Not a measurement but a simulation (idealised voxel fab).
process module | voxel transistor to metal
cross-section cut | 160 nm wide | cells 5 nm
A cross-section is a grid of square cells, given in bands from the top down. A band is one or more rows of cells.
Each band's line starts with the height of the band's top and of its bottom, in nm. Then come its materials from left to right, each with its width in nm. One material with "throughout" fills the band from edge to edge. "air" is empty space.
Height 0 is the level under which the wafer as received is all one material. The lowest band goes on downwards, as in "0 down".
A width such as "30 to 40" changes by the same amount from each row of cells to the next, from the band's top row to its bottom row.
"no change" after a step means that no cell of the cross-section changed.
closed voids: empty space of 8 cells or more with no open way to the top, each as width x height at its distance from the left edge, in nm
after a step's settings: what the simulator itself notes on the step
overlay nm, on a step with a mask: how far to the right of its planned place the mask lay; to the left if negative
Each pair below shows a cross-section before one step and the cross-section after it, down to the lowest band that changed. The line under each pair gives the step between them, with its settings. The pairs can come from different runs of this module on the same starting wafer, so a pair continues from the pair above only where its "before" says so.
before
  45 to 40: air 60 | SiN 40 | air 60
  40 to 25: air 60 | SiN 5 | SiO2 5 | SiCN 20 | SiO2 5 | SiN 5 | air 60
  25 to 5: air 60 | SiN 5 | SiO2 5 | polySi 20 | SiO2 5 | SiN 5 | air 60
  5 to 0: SiN 40 | air 20 | SiN 5 | SiO2 5 | polySi 20 | SiO2 5 | SiN 5 | air 40 | SiN 20
  0 to -5: SiO2 35 | SiN 30 | SiO2 5 | polySi 20 | SiO2 5 | SiN 50 | SiO2 15
  -5 to -10: SiO2 throughout
  -10 to -40: SiO2 25 | Si 120 | SiO2 15
  -40 down: Si throughout
  closed voids: none
after
  40 to 25: air 60 | SiN 5 | SiO2 5 | SiCN 20 | SiO2 5 | SiN 5 | air 60
  25 to 0: air 60 | SiN 5 | SiO2 5 | polySi 20 | SiO2 5 | SiN 5 | air 60
  0 to -5: SiO2 35 | SiN 5 | air 20 | SiN 5 | SiO2 5 | polySi 20 | SiO2 5 | SiN 5 | air 40 | SiN 5 | SiO2 15
  below -5: unchanged
  closed voids: none
the step between: op DIRECTIONAL_ETCH | etch materials SiN | depth nm 5
before: the cross-section after the pair above
after
  40 to 35: air 60 | SiN 5 | air 5 | SiCN 20 | air 5 | SiN 5 | air 60
  35 to 25: air 60 | SiN 5 | SiO2 5 | SiCN 20 | SiO2 5 | SiN 5 | air 60
  25 to 0: air 60 | SiN 5 | SiO2 5 | polySi 20 | SiO2 5 | SiN 5 | air 60
  0 to -5: air 35 | SiN 5 | air 20 | SiN 5 | SiO2 5 | polySi 20 | SiO2 5 | SiN 5 | air 40 | SiN 5 | air 15
  -5 to -10: SiO2 40 | air 20 | SiO2 40 | air 40 | SiO2 20
  below -10: unchanged
  closed voids: none
the step between: op DIRECTIONAL_ETCH | etch materials SiO2 | depth nm 5
before: the cross-section after the pair above
after
  40 to 35: air 60 | SiN 5 | air 5 | SiCN 20 | air 5 | SiN 5 | air 60
  35 to 25: air 60 | SiN 5 | SiO2 5 | SiCN 20 | SiO2 5 | SiN 5 | air 60
  25 to 0: air 60 | SiN 5 | SiO2 5 | polySi 20 | SiO2 5 | SiN 5 | air 60
  0 to -5: air 35 | SiN 5 | air 20 | SiN 5 | SiO2 5 | polySi 20 | SiO2 5 | SiN 5 | air 40 | SiN 5 | air 15
  -5 to -10: SiO2 40 | air 20 | SiO2 40 | air 40 | SiO2 20
  -10 to -20: SiO2 25 | Si 15 | air 20 | Si 40 | air 40 | Si 5 | SiO2 15
  below -20: unchanged
  closed voids: none
the step between: op DIRECTIONAL_ETCH | etch materials Si | depth nm 10
before: the cross-section after the pair above
after
  40 to 35: air 60 | SiN 5 | air 5 | SiCN 20 | air 5 | SiN 5 | air 60
  35 to 25: air 60 | SiN 5 | SiO2 5 | SiCN 20 | SiO2 5 | SiN 5 | air 60
  25 to 5: air 60 | SiN 5 | SiO2 5 | polySi 20 | SiO2 5 | SiN 5 | air 60
  5 to 0: air 35 | SiGe 25 | SiN 5 | SiO2 5 | polySi 20 | SiO2 5 | SiN 5 | SiGe 15 | air 10 | SiGe 20 | air 15
  0 to -5: air 35 | SiN 5 | SiGe 20 | SiN 5 | SiO2 5 | polySi 20 | SiO2 5 | SiN 5 | SiGe 15 | air 10 | SiGe 15 | SiN 5 | air 15
  -5 to -10: SiO2 40 | SiGe 20 | SiO2 40 | SiGe 40 | SiO2 20
  -10 to -20: SiO2 25 | Si 15 | SiGe 20 | Si 40 | SiGe 40 | Si 5 | SiO2 15
  below -20: unchanged
  closed voids: none
the step between: op EPI | material SiGe | thk nm 15
before: the cross-section after the pair above
after
  45 to 40: SiO2 throughout
  40 to 25: SiO2 60 | SiN 5 | SiO2 5 | SiCN 20 | SiO2 5 | SiN 5 | SiO2 60
  25 to 5: SiO2 60 | SiN 5 | SiO2 5 | polySi 20 | SiO2 5 | SiN 5 | SiO2 60
  5 to 0: SiO2 35 | SiGe 25 | SiN 5 | SiO2 5 | polySi 20 | SiO2 5 | SiN 5 | SiGe 15 | SiO2 10 | SiGe 20 | SiO2 15
  0 to -5: SiO2 35 | SiN 5 | SiGe 20 | SiN 5 | SiO2 5 | polySi 20 | SiO2 5 | SiN 5 | SiGe 15 | SiO2 10 | SiGe 15 | SiN 5 | SiO2 15
  below -5: unchanged
  closed voids: none
the step between: op FILL_DEP | material SiO2 | thk nm 5
before: the cross-section after the pair above
after
  40 to 25: SiO2 60 | SiN 5 | SiO2 5 | SiCN 20 | SiO2 5 | SiN 5 | SiO2 60
  below 25: unchanged
  closed voids: none
the step between: op CMP | height nm 40
before: the cross-section after the pair above
after
  50 to 40: SiO2 throughout
  below 40: unchanged
  closed voids: none
the step between: op DIRECTIONAL_DEP | material SiO2 | thk nm 10
before: the cross-section after the pair above
after
  60 to 50: aC throughout
  below 50: unchanged
  closed voids: none
the step between: op DIRECTIONAL_DEP | material aC | thk nm 10
before: the cross-section after the pair above
after
  90 to 60: resist 35 | air 20 | resist 50 | air 20 | resist 35
  below 60: unchanged
  closed voids: none
the step between: op PATTERN | tone open | mask id CONTACT | material resist | width nm 20 | pitch nm 70 | thk nm 30 | overlay nm 0
before: the cross-section after the pair above
after
  80 to 60: resist 35 | air 20 | resist 50 | air 20 | resist 35
  60 to 50: aC 35 | air 20 | aC 50 | air 20 | aC 35
  below 50: unchanged
  closed voids: none
the step between: op DIRECTIONAL_ETCH | etch materials aC | depth nm 10
before: the cross-section after the pair above
after
  60 to 50: aC 35 | air 20 | aC 50 | air 20 | aC 35
  below 50: unchanged
  closed voids: none
the step between: op STRIP | etch materials resist
before: the cross-section after the pair above
after
  60 to 50: aC 35 | air 20 | aC 50 | air 20 | aC 35
  50 to 40: SiO2 35 | air 20 | SiO2 50 | air 20 | SiO2 35
  40 to 25: SiO2 35 | air 20 | SiO2 5 | SiN 5 | SiO2 5 | SiCN 20 | SiO2 5 | SiN 5 | SiO2 5 | air 20 | SiO2 35
  25 to 5: SiO2 35 | air 20 | SiO2 5 | SiN 5 | SiO2 5 | polySi 20 | SiO2 5 | SiN 5 | SiO2 5 | air 20 | SiO2 35
  below 5: unchanged
  closed voids: none
the step between: op DIRECTIONAL_ETCH | etch materials SiO2 | depth nm 45
before: the cross-section after the pair above
after
  50 to 40: SiO2 35 | air 20 | SiO2 50 | air 20 | SiO2 35
  below 40: unchanged
  closed voids: none
the step between: op STRIP | etch materials aC
before: the cross-section after the pair above
after
  55 to 50: TiN 40 | air 10 | TiN 60 | air 10 | TiN 40
  50 to 40: SiO2 35 | TiN 5 | air 10 | TiN 5 | SiO2 50 | TiN 5 | air 10 | TiN 5 | SiO2 35
  40 to 25: SiO2 35 | TiN 5 | air 10 | TiN 5 | SiO2 5 | SiN 5 | SiO2 5 | SiCN 20 | SiO2 5 | SiN 5 | SiO2 5 | TiN 5 | air 10 | TiN 5 | SiO2 35
  25 to 10: SiO2 35 | TiN 5 | air 10 | TiN 5 | SiO2 5 | SiN 5 | SiO2 5 | polySi 20 | SiO2 5 | SiN 5 | SiO2 5 | TiN 5 | air 10 | TiN 5 | SiO2 35
  10 to 5: SiO2 35 | TiN 20 | SiO2 5 | SiN 5 | SiO2 5 | polySi 20 | SiO2 5 | SiN 5 | SiO2 5 | TiN 20 | SiO2 35
  below 5: unchanged
  closed voids: none
the step between: op CONFORMAL_DEP | material TiN | thk nm 5
before: the cross-section after the pair above
after
  65 to 55: W throughout
  55 to 50: TiN 40 | W 10 | TiN 60 | W 10 | TiN 40
  50 to 40: SiO2 35 | TiN 5 | W 10 | TiN 5 | SiO2 50 | TiN 5 | W 10 | TiN 5 | SiO2 35
  40 to 25: SiO2 35 | TiN 5 | W 10 | TiN 5 | SiO2 5 | SiN 5 | SiO2 5 | SiCN 20 | SiO2 5 | SiN 5 | SiO2 5 | TiN 5 | W 10 | TiN 5 | SiO2 35
  25 to 10: SiO2 35 | TiN 5 | W 10 | TiN 5 | SiO2 5 | SiN 5 | SiO2 5 | polySi 20 | SiO2 5 | SiN 5 | SiO2 5 | TiN 5 | W 10 | TiN 5 | SiO2 35
  below 10: unchanged
  closed voids: none
the step between: op FILL_DEP | material W | thk nm 10
before: the cross-section after the pair above
after
  50 to 40: SiO2 35 | TiN 5 | W 10 | TiN 5 | SiO2 50 | TiN 5 | W 10 | TiN 5 | SiO2 35
  below 40: unchanged
  closed voids: none
the step between: op CMP | height nm 50
before: the cross-section after the pair above
after
  55 to 50: SiCN throughout
  below 50: unchanged
  closed voids: none
the step between: op CONFORMAL_DEP | material SiCN | thk nm 5
before: the cross-section after the pair above
after
  70 to 55: lowk throughout
  below 55: unchanged
  closed voids: none
the step between: op DIRECTIONAL_DEP | material lowk | thk nm 15
before: the cross-section after the pair above
after
  85 to 70: aC throughout
  below 70: unchanged
  closed voids: none
the step between: op DIRECTIONAL_DEP | material aC | thk nm 15
before: the cross-section after the pair above
after
  120 to 85: resist 35 | air 20 | resist 50 | air 20 | resist 35
  below 85: unchanged
  closed voids: none
the step between: op PATTERN | tone open | mask id METAL_1 | material resist | width nm 20 | pitch nm 70 | thk nm 35 | overlay nm 0
before: the cross-section after the pair above
after
  105 to 85: resist 35 | air 20 | resist 50 | air 20 | resist 35
  85 to 70: aC 35 | air 20 | aC 50 | air 20 | aC 35
  below 70: unchanged
  closed voids: none
the step between: op DIRECTIONAL_ETCH | etch materials aC | depth nm 15
before: the cross-section after the pair above
after
  85 to 70: aC 35 | air 20 | aC 50 | air 20 | aC 35
  below 70: unchanged
  closed voids: none
the step between: op STRIP | etch materials resist
before: the cross-section after the pair above
after
  85 to 70: aC 35 | air 20 | aC 50 | air 20 | aC 35
  70 to 55: lowk 35 | air 20 | lowk 50 | air 20 | lowk 35
  below 55: unchanged
  closed voids: none
the step between: op DIRECTIONAL_ETCH | etch materials lowk | depth nm 15
before: the cross-section after the pair above
after
  85 to 70: aC 35 | air 20 | aC 50 | air 20 | aC 35
  70 to 55: lowk 35 | air 20 | lowk 50 | air 20 | lowk 35
  55 to 50: SiCN 35 | air 20 | SiCN 50 | air 20 | SiCN 35
  below 50: unchanged
  closed voids: none
the step between: op DIRECTIONAL_ETCH | etch materials SiCN | depth nm 5
before: the cross-section after the pair above
after
  70 to 55: lowk 35 | air 20 | lowk 50 | air 20 | lowk 35
  below 55: unchanged
  closed voids: none
the step between: op STRIP | etch materials aC
before: the cross-section after the pair above
after
  75 to 70: TiN 40 | air 10 | TiN 60 | air 10 | TiN 40
  70 to 55: lowk 35 | TiN 5 | air 10 | TiN 5 | lowk 50 | TiN 5 | air 10 | TiN 5 | lowk 35
  55 to 50: SiCN 35 | TiN 20 | SiCN 50 | TiN 20 | SiCN 35
  below 50: unchanged
  closed voids: none
the step between: op CONFORMAL_DEP | material TiN | thk nm 5
before: the cross-section after the pair above
after
  80 to 75: Cu throughout
  75 to 70: TiN 40 | Cu 10 | TiN 60 | Cu 10 | TiN 40
  70 to 55: lowk 35 | TiN 5 | Cu 10 | TiN 5 | lowk 50 | TiN 5 | Cu 10 | TiN 5 | lowk 35
  below 55: unchanged
  closed voids: none
the step between: op FILL_DEP | material Cu | thk nm 5
before: the cross-section after the pair above
after
  70 to 55: lowk 35 | TiN 5 | Cu 10 | TiN 5 | lowk 50 | TiN 5 | Cu 10 | TiN 5 | lowk 35
  below 55: unchanged
  closed voids: none
the step between: op CMP | height nm 70
before: the cross-section after the pair above
after
  75 to 70: SiCN throughout
  below 70: unchanged
  closed voids: none
the step between: op CONFORMAL_DEP | material SiCN | thk nm 5
before: the cross-section after the pair above
after
  105 to 75: SiO2 throughout
  below 75: unchanged
  closed voids: none
the step between: op DIRECTIONAL_DEP | material SiO2 | thk nm 30
before: the cross-section after the pair above
after
  105 to 85: SiO2 35 | air 20 | SiO2 50 | air 20 | SiO2 35
  below 85: unchanged
  closed voids: none
the step between: op MASKED_ETCH | tone open | mask id METAL_2 | width nm 20 | pitch nm 70 | etch materials SiO2 | depth nm 20 | overlay nm 0
before: the cross-section after the pair above
after
  120 to 105: resist 35 | air 15 | resist 55 | air 15 | resist 40
  105 to 85: SiO2 35 | air 15 | resist 5 | SiO2 50 | air 15 | resist 5 | SiO2 35
  below 85: unchanged
  closed voids: none
the step between: op PATTERN | tone open | mask id METAL_2_HOLES | material resist | width nm 15 | pitch nm 70 | thk nm 15 | overlay nm 0
before: the cross-section after the pair above
after
  120 to 105: resist 35 | air 15 | resist 55 | air 15 | resist 40
  105 to 85: SiO2 35 | air 15 | resist 5 | SiO2 50 | air 15 | resist 5 | SiO2 35
  85 to 75: SiO2 35 | air 15 | SiO2 55 | air 15 | SiO2 40
  below 75: unchanged
  closed voids: none
the step between: op DIRECTIONAL_ETCH | etch materials SiO2 | depth nm 10
before: the cross-section after the pair above
after
  120 to 105: resist 35 | air 15 | resist 55 | air 15 | resist 40
  105 to 85: SiO2 35 | air 15 | resist 5 | SiO2 50 | air 15 | resist 5 | SiO2 35
  85 to 75: SiO2 35 | air 15 | SiO2 55 | air 15 | SiO2 40
  75 to 70: SiCN 35 | air 15 | SiCN 55 | air 15 | SiCN 40
  below 70: unchanged
  closed voids: none
the step between: op DIRECTIONAL_ETCH | etch materials SiCN | depth nm 5
before: the cross-section after the pair above
after
  105 to 85: SiO2 35 | air 20 | SiO2 50 | air 20 | SiO2 35
  below 85: unchanged
  closed voids: none
the step between: op STRIP | etch materials resist
before: the cross-section after the pair above
after
  110 to 105: TiN 40 | air 10 | TiN 60 | air 10 | TiN 40
  105 to 90: SiO2 35 | TiN 5 | air 10 | TiN 5 | SiO2 50 | TiN 5 | air 10 | TiN 5 | SiO2 35
  90 to 85: SiO2 35 | TiN 5 | air 5 | TiN 10 | SiO2 50 | TiN 5 | air 5 | TiN 10 | SiO2 35
  85 to 75: SiO2 35 | TiN 5 | air 5 | TiN 5 | SiO2 55 | TiN 5 | air 5 | TiN 5 | SiO2 40
  75 to 70: SiCN 35 | TiN 15 | SiCN 55 | TiN 15 | SiCN 40
  below 70: unchanged
  closed voids: none
the step between: op CONFORMAL_DEP | material TiN | thk nm 5
before: the cross-section after the pair above
after
  115 to 110: Cu throughout
  110 to 105: TiN 40 | Cu 10 | TiN 60 | Cu 10 | TiN 40
  105 to 90: SiO2 35 | TiN 5 | Cu 10 | TiN 5 | SiO2 50 | TiN 5 | Cu 10 | TiN 5 | SiO2 35
  90 to 85: SiO2 35 | TiN 5 | Cu 5 | TiN 10 | SiO2 50 | TiN 5 | Cu 5 | TiN 10 | SiO2 35
  85 to 75: SiO2 35 | TiN 5 | Cu 5 | TiN 5 | SiO2 55 | TiN 5 | Cu 5 | TiN 5 | SiO2 40
  below 75: unchanged
  closed voids: none
the step between: op FILL_DEP | material Cu | thk nm 5
before: the cross-section after the pair above
after
  105 to 90: SiO2 35 | TiN 5 | Cu 10 | TiN 5 | SiO2 50 | TiN 5 | Cu 10 | TiN 5 | SiO2 35
  below 90: unchanged
  closed voids: none
the step between: op CMP | height nm 105
before: the cross-section after the pair above
after
  110 to 105: SiN throughout
  below 105: unchanged
  closed voids: none
the step between: op CONFORMAL_DEP | material SiN | thk nm 5
before
  105 to 90: SiO2 35 | TiN 5 | Cu 10 | TiN 5 | SiO2 50 | TiN 5 | Cu 10 | TiN 5 | SiO2 35
  90 to 85: SiO2 35 | TiN 5 | Cu 5 | TiN 10 | SiO2 50 | TiN 5 | Cu 5 | TiN 10 | SiO2 35
  85 to 75: SiO2 35 | TiN 5 | Cu 5 | TiN 5 | SiO2 55 | TiN 5 | Cu 5 | TiN 5 | SiO2 40
  75 to 70: SiCN 35 | TiN 15 | SiCN 55 | TiN 15 | SiCN 40
  70 to 55: lowk 35 | TiN 5 | Cu 10 | TiN 5 | lowk 50 | TiN 5 | Cu 10 | TiN 5 | lowk 35
  55 to 50: SiCN 35 | TiN 20 | SiCN 50 | TiN 20 | SiCN 35
  50 to 40: SiO2 35 | TiN 5 | W 10 | TiN 5 | SiO2 50 | TiN 5 | W 10 | TiN 5 | SiO2 35
  40 to 25: SiO2 35 | TiN 5 | W 10 | TiN 5 | SiO2 5 | SiN 5 | SiO2 5 | SiCN 20 | SiO2 5 | SiN 5 | SiO2 5 | TiN 5 | W 10 | TiN 5 | SiO2 35
  25 to 10: SiO2 35 | TiN 5 | W 10 | TiN 5 | SiO2 5 | SiN 5 | SiO2 5 | polySi 20 | SiO2 5 | SiN 5 | SiO2 5 | TiN 5 | W 10 | TiN 5 | SiO2 35
  10 to 5: SiO2 35 | TiN 20 | SiO2 5 | SiN 5 | SiO2 5 | polySi 20 | SiO2 5 | SiN 5 | SiO2 5 | TiN 20 | SiO2 35
  5 to 0: SiO2 25 | SiGe 35 | SiN 5 | SiO2 5 | polySi 20 | SiO2 5 | SiN 5 | SiGe 35 | SiO2 25
  0 to -5: SiO2 25 | SiN 5 | SiGe 30 | SiN 5 | SiO2 5 | polySi 20 | SiO2 5 | SiN 5 | SiGe 30 | SiN 5 | SiO2 25
  -5 to -10: SiO2 30 | SiGe 30 | SiO2 40 | SiGe 30 | SiO2 30
  -10 to -20: SiO2 25 | Si 5 | SiGe 30 | Si 40 | SiGe 30 | Si 5 | SiO2 25
  -20 to -40: SiO2 25 | Si 110 | SiO2 25
  -40 down: Si throughout
  closed voids: none
after
  110 to 105: aC throughout
  below 105: unchanged
  closed voids: none
the step between: op CONFORMAL_DEP | material aC | thk nm 5
before
  105 to 75: SiO2 throughout
  75 to 70: SiCN throughout
  70 to 55: lowk 35 | TiN 5 | Cu 10 | TiN 5 | lowk 50 | TiN 5 | Cu 10 | TiN 5 | lowk 35
  55 to 50: SiCN 35 | TiN 20 | SiCN 50 | TiN 20 | SiCN 35
  50 to 40: SiO2 35 | TiN 5 | W 10 | TiN 5 | SiO2 50 | TiN 5 | W 10 | TiN 5 | SiO2 35
  40 to 25: SiO2 35 | TiN 5 | W 10 | TiN 5 | SiO2 5 | SiN 5 | SiO2 5 | SiCN 20 | SiO2 5 | SiN 5 | SiO2 5 | TiN 5 | W 10 | TiN 5 | SiO2 35
  25 to 10: SiO2 35 | TiN 5 | W 10 | TiN 5 | SiO2 5 | SiN 5 | SiO2 5 | polySi 20 | SiO2 5 | SiN 5 | SiO2 5 | TiN 5 | W 10 | TiN 5 | SiO2 35
  10 to 5: SiO2 35 | TiN 20 | SiO2 5 | SiN 5 | SiO2 5 | polySi 20 | SiO2 5 | SiN 5 | SiO2 5 | TiN 20 | SiO2 35
  5 to 0: SiO2 25 | SiGe 35 | SiN 5 | SiO2 5 | polySi 20 | SiO2 5 | SiN 5 | SiGe 35 | SiO2 25
  0 to -5: SiO2 25 | SiN 5 | SiGe 30 | SiN 5 | SiO2 5 | polySi 20 | SiO2 5 | SiN 5 | SiGe 30 | SiN 5 | SiO2 25
  -5 to -10: SiO2 30 | SiGe 30 | SiO2 40 | SiGe 30 | SiO2 30
  -10 to -20: SiO2 25 | Si 5 | SiGe 30 | Si 40 | SiGe 30 | Si 5 | SiO2 25
  -20 to -40: SiO2 25 | Si 110 | SiO2 25
  -40 down: Si throughout
  closed voids: none
after
  105 to 85: air 35 | SiO2 20 | air 50 | SiO2 20 | air 35
  below 85: unchanged
  closed voids: none
the step between: op MASKED_ETCH | tone cover | mask id METAL_2 | width nm 20 | pitch nm 70 | etch materials SiO2 | depth nm 20 | overlay nm 0
before: the cross-section after the pair above
after
  120 to 105: resist 35 | air 15 | resist 55 | air 15 | resist 40
  105 to 85: resist 35 | SiO2 20 | resist 50 | SiO2 20 | resist 35
  below 85: unchanged
  closed voids: none
the step between: op PATTERN | tone open | mask id METAL_2_HOLES | material resist | width nm 15 | pitch nm 70 | thk nm 15 | overlay nm 0
before: the cross-section after the pair above
after
  120 to 105: resist 35 | air 15 | resist 55 | air 15 | resist 40
  105 to 95: resist 35 | air 15 | SiO2 5 | resist 50 | air 15 | SiO2 5 | resist 35
  below 95: unchanged
  closed voids: none
the step between: op DIRECTIONAL_ETCH | etch materials SiO2 | depth nm 10
before: the cross-section after the pair above
after
  105 to 95: air 50 | SiO2 5 | air 65 | SiO2 5 | air 35
  95 to 85: air 35 | SiO2 20 | air 50 | SiO2 20 | air 35
  below 85: unchanged
  closed voids: none
the step between: op STRIP | etch materials resist
before: the cross-section after the pair above
after
  110 to 105: air 45 | TiN 15 | air 55 | TiN 15 | air 30
  105 to 95: air 45 to 30 | TiN 5 to 20 | SiO2 5 | TiN 5 | air 55 to 40 | TiN 5 to 20 | SiO2 5 | TiN 5 | air 30
  95 to 90: air 30 | TiN 5 | SiO2 20 | TiN 5 | air 40 | TiN 5 | SiO2 20 | TiN 5 | air 30
  90 to 85: TiN 35 | SiO2 20 | TiN 50 | SiO2 20 | TiN 35
  below 85: unchanged
  closed voids: none
the step between: op CONFORMAL_DEP | material TiN | thk nm 5
before: the cross-section after the pair above
after
  115 to 110: Cu throughout
  110 to 105: Cu 45 | TiN 15 | Cu 55 | TiN 15 | Cu 30
  105 to 95: Cu 45 to 30 | TiN 5 to 20 | SiO2 5 | TiN 5 | Cu 55 to 40 | TiN 5 to 20 | SiO2 5 | TiN 5 | Cu 30
  95 to 90: Cu 30 | TiN 5 | SiO2 20 | TiN 5 | Cu 40 | TiN 5 | SiO2 20 | TiN 5 | Cu 30
  below 90: unchanged
  closed voids: none
the step between: op FILL_DEP | material Cu | thk nm 5
before: the cross-section after the pair above
after
  105 to 95: Cu 45 to 30 | TiN 5 to 20 | SiO2 5 | TiN 5 | Cu 55 to 40 | TiN 5 to 20 | SiO2 5 | TiN 5 | Cu 30
  below 95: unchanged
  closed voids: none
the step between: op CMP | height nm 105
before: the cross-section after the pair above
after
  110 to 105: SiN throughout
  below 105: unchanged
  closed voids: none
the step between: op CONFORMAL_DEP | material SiN | thk nm 5
